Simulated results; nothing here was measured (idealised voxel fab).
Proc. module: voxel gate over fins
Cross-section cut: width 195 nm, square cells of 5 nm.
Square cells in a grid make up a cross-section in this document, and the grid is given as bands, listed from the top down, each one or more rows of cells. This entry defines a band. It first specifies the height of the band's top and the height of its bottom in nm, and then specifies the band's materials from left to right, stating each material with its width in nm. The word "full width" identifies a single material that fills the band from edge to edge, while the word "blank" identifies empty space. We count height from 0. Below that, the starting wafer is all one material. The lowest band never ends at the bottom but goes on down; see "0 and below" for how that is written. Width "30 to 40": first value at the band's top row of cells, second value at its bottom row, equal change from row to row. Where a step carries "remains unaltered", the cross-section came out of it unchanged, cell for cell. Entry "Completely sealed voids". Content: empty spaces with no open connection to the top, size 8 cells or greater. Each: width x height at distance. Distance: from left edge. Unit: nm. Text after the settings on a step's line: the simulator's own remark on that step. overlay nm: for a step with a mask, the amount by which the mask lay right of where it was planned; a negative amount means left of it.

# Here's what the planned process steps look like
1 RECEIVE, material Si
2 CONFORMAL_DEP, material SiN, thk nm 5
3 DIRECTIONAL_DEP, material aC, thk nm 15
4 PATTERN, tone cover, mask id FINS, material resist, width nm 15, pitch nm 50, thk nm 35, overlay nm 0
5 DIRECTIONAL_ETCH, etch materials aC, depth nm 15
6 STRIP, etch materials resist
7 DIRECTIONAL_ETCH, etch materials SiN, depth nm 5
8 DIRECTIONAL_ETCH, etch materials Si, depth nm 40
9 STRIP, etch materials aC
10 FILL_DEP, material SiO2, thk nm 15
11 CMP, height nm 5
12 DIRECTIONAL_DEP, material aC, thk nm 15
13 PATTERN, tone open, mask id RAIL, material resist, width nm 15, thk nm 30, overlay nm 0
14 DIRECTIONAL_ETCH, etch materials aC, depth nm 15
15 STRIP, etch materials resist
16 DIRECTIONAL_ETCH, etch materials SiO2, depth nm 40
17 STRIP, etch materials aC
18 CONFORMAL_DEP, material TiN, thk nm 5
19 FILL_DEP, material W, thk nm 5
20 CMP, height nm 5
21 SELECTIVE_ETCH, etch materials W Ru TiN, depth nm 25
22 FILL_DEP, material SiO2, thk nm 5
23 CMP, height nm 5
24 SELECTIVE_ETCH, etch materials SiO2, depth nm 15
25 STRIP, etch materials SiN
26 CONFORMAL_DEP, material HfO2, thk nm 5
27 CONFORMAL_DEP, material TiN, thk nm 5
28 CONFORMAL_DEP, material TiAl, thk nm 5
29 CONFORMAL_DEP, material TiN, thk nm 5
30 FILL_DEP, material W, thk nm 10
31 CMP, height nm 25
32 CONFORMAL_DEP, material SiN, thk nm 10

# Wafer as received: cross-section following step 1
> 0 and below  Si full width
> Completely sealed voids: none

# Figure: cross-sectional view of the wafer upon completion of the module, processed from the initial state and according to the plan depicted above, with one error introduced during execution
> 35 down to 25  SiN full width
> 25 down to 20  W full width
> 20 down to 15  W: 45, then TiN: 105, then W: 45
> 15 down to 10  W: 45, then TiN: 5, then TiAl: 45, then TiN: 5, then TiAl: 45, then TiN: 5, then W: 45
> 10 down to 5  TiN: 50, then TiAl: 5, then TiN: 35, then TiAl: 5, then TiN: 5, then TiAl: 5, then TiN: 35, then TiAl: 5, then TiN: 50
> 5 down to 0  TiAl: 55, then TiN: 5, then HfO2: 25, then TiN: 5, then TiAl: 15, then TiN: 5, then HfO2: 25, then TiN: 5, then TiAl: 55
> 0 down to -5  TiN: 60, then HfO2: 5, then Si: 15, then HfO2: 5, then TiN: 25, then HfO2: 5, then Si: 15, then HfO2: 5, then TiN: 60
> -5 down to -10  HfO2: 65, then Si: 15, then HfO2: 35, then Si: 15, then HfO2: 65
> -10 down to -20  SiO2: 65, then Si: 15, then SiO2: 35, then Si: 15, then SiO2: 65
> -20 down to -30  SiO2: 65, then Si: 15, then SiO2: 10, then TiN: 5, then W: 10, then TiN: 5, then SiO2: 5, then Si: 15, then SiO2: 65
> -30 down to -35  SiO2: 65, then Si: 15, then SiO2: 10, then TiN: 20, then SiO2: 5, then Si: 15, then SiO2: 65
> -35 down to -40  SiO2: 65, then Si: 15, then SiO2: 35, then Si: 15, then SiO2: 65
> -40 and below  Si full width
> Completely sealed voids: none
what went wrong: step 13 ran with different settings than intended, the actual operation and settings being PATTERN, tone open, mask id RAIL, material resist, width nm 20, thk nm 30, overlay nm 0
